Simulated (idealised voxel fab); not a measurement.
The document below concerns the process module designated voxel plated lines.
The width of the displayed cross-section, cut, is 260 nm; its cells are square, with a size of 5 nm.
Format of a cross-section: grid, square cells. Given as bands. Order: top down. Band: one or more rows of cells. Top, bottom (nm), then materials left to right with widths (nm); lone material tagged "everywhere" fills the whole band edge to edge; "air" = empty space. We count height from 0. Below that, the starting wafer is all one material. The lowest band never ends at the bottom but goes on down; see "0 and below" for how that is written. The notation "30 to 40" denotes a width that varies across the rows of cells in the band, beginning at the first number in the top row, finishing at the second number in the bottom row, and changing by an identical amount from each row to the next. You'll sometimes find "same as before" written for a step, and that's the way of saying that nowhere in the cross-section did a cell change during that step. In the "Closed void roster" entry, you get each enclosed empty space of 8 cells or more, one with no open way to the top, written width x height at distance, distance from the left edge, in nm. Step line, after settings: the simulator's comment on this step. A step's line can hold "overlay nm"; with a mask on that step, the setting says how far right of the planned place the mask lay, while a negative setting says it lay to the left.

**So here's the lineup of process steps we planned**
1,RECEIVE with material Si
2,CONFORMAL_DEP with material SiO2, thk nm 15
3,DIRECTIONAL_DEP with material TiN, thk nm 5
4,PATTERN with tone open, mask id LINES, material resist, width nm 20, pitch nm 35, thk nm 40, overlay nm 0
5,EPI with material Ru, thk nm 10
6,EPI with material Ru, thk nm 5
7,EPI with material Ru, thk nm 10
8,STRIP with etch materials resist
9,DIRECTIONAL_ETCH with etch materials TiN, depth nm 5
10,CONFORMAL_DEP with material SiN, thk nm 10

**Incoming wafer, cross-sectional view, post step 1**
- 0 and below = Si everywhere
- Closed void roster: none

**Cross-section: first of two wafers, module finished, run according to plan**
- 55 down to 45 = air 55 / SiN 145 / air 60
- 45 down to 25 = air 55 / SiN 10 / Ru 20 / SiN 15 / Ru 20 / SiN 15 / Ru 20 / SiN 15 / Ru 20 / SiN 10 / air 60
- 25 down to 20 = SiN 65 / Ru 20 / SiN 15 / Ru 20 / SiN 15 / Ru 20 / SiN 15 / Ru 20 / SiN 70
- 20 down to 15 = SiN 65 / TiN 20 / SiN 15 / TiN 20 / SiN 15 / TiN 20 / SiN 15 / TiN 20 / SiN 70
- 15 down to 0 = SiO2 everywhere
- 0 and below = Si everywhere
- Closed void roster: none

**Same start, same plan as the first wafer - but one mistake in the run. Cross-section of the second of the two at the end of the module**
- 45 down to 35 = air 55 / SiN 145 / air 60
- 35 down to 15 = air 55 / SiN 10 / Ru 20 / SiN 15 / Ru 20 / SiN 15 / Ru 20 / SiN 15 / Ru 20 / SiN 10 / air 60
- 15 down to 10 = SiN 65 / Ru 20 / SiN 15 / Ru 20 / SiN 15 / Ru 20 / SiN 15 / Ru 20 / SiN 70
- 10 down to 5 = SiN 65 / TiN 20 / SiN 15 / TiN 20 / SiN 15 / TiN 20 / SiN 15 / TiN 20 / SiN 70
- 5 down to 0 = SiO2 everywhere
- 0 and below = Si everywhere
- Closed void roster: none
what went wrong: in deviation from the planned setting, step 2 was conducted as CONFORMAL_DEP with material SiO2, thk nm 5
Wafer comparison, final, in cells, second relative to first, materials more or fewer: 104 fewer of SiO2
